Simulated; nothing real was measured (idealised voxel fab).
This section sets out a process module, namely voxel local oxidation.
Pictured: cross-section cut, 170 nm wide, on a grid of 5 nm square cells.
Heads up, the way a cross-section reads in here is a grid of square cells, handed over as bands from the top down, with every band being one or more rows of cells. Heights first: top, then bottom, in nm. Then materials, left to right, each with a width in nm. "everywhere" on a single material: fills the band edge to edge. "empty": empty space. Below 0: as-received wafer, all one material; heights counted from there. Lowest band: no bottom, goes on down, written "0 nm and below". When a width is written as two numbers, as in "30 to 40", the first number is the width in the top row of cells of the band and the second is the width in its bottom row, and the width changes by the same amount from each row to the next. "nothing was modified", as given for a step, is the statement that not any cell of the cross-section underwent a change during that step. "closed voids" specifies each empty space that is not open to the top and that occupies no fewer than 8 cells, using the form width x height at distance, the distance measured from the left edge and all three quantities in nm. If you see something after the settings on a step's line, that's the simulator's own remark about that step. A step line may carry the setting "overlay nm", which, for steps involving a mask, states the distance by which the mask lay to the right of its intended position; negative values denote displacement to the left.
The following list gives the planned process steps
1 RECEIVE | material Si
2 CONFORMAL_DEP | material SiO2 | thk nm 5
3 CONFORMAL_DEP | material SiN | thk nm 10
4 PATTERN | tone cover | mask id ACTIVE | material resist | width nm 95 | thk nm 15 | overlay nm -15
5 DIRECTIONAL_ETCH | etch materials SiN | depth nm 10
6 STRIP | etch materials resist
7 SELECTIVE_ETCH | etch materials SiO2 | depth nm 5
8 OXIDIZE | depth nm 15
9 STRIP | etch materials SiN
Same starting wafers, different overlay nm at step 4. Plan value belongs to the first wafer.
The first of several wafers in cross-section, exactly as it reached us after step 1
- 0 nm and below: Si everywhere
- closed voids: none
Module finished, last step 9 done: cross-section of the first of several wafers
- 5 nm to 0 nm: 25 empty, 85 SiO2, 60 empty
- 0 nm to -15 nm: 40 SiO2, 55 Si, 75 SiO2
- -15 nm and below: Si everywhere
- closed voids: none
Sectional view of the last wafer upon completion of the module
- 5 nm to 0 nm: 55 empty, 85 SiO2, 30 empty
- 0 nm to -15 nm: 70 SiO2, 55 Si, 45 SiO2
- -15 nm and below: Si everywhere
- closed voids: none
Below, a row for every wafer. Read it as the end-of-module picture: for each material the wafer shows its cells gained (+) or lost (-) since it was received, and then its closed voids
overlay nm -15 | -69 Si | +86 SiO2 | closed voids: none
overlay nm -10 | -69 Si | +86 SiO2 | closed voids: none
overlay nm -5 | -69 Si | +86 SiO2 | closed voids: none
overlay nm 0 | -69 Si | +86 SiO2 | closed voids: none
overlay nm 5 | -69 Si | +86 SiO2 | closed voids: none
overlay nm 10 | -69 Si | +86 SiO2 | closed voids: none
overlay nm 15 | -69 Si | +86 SiO2 | closed voids: none
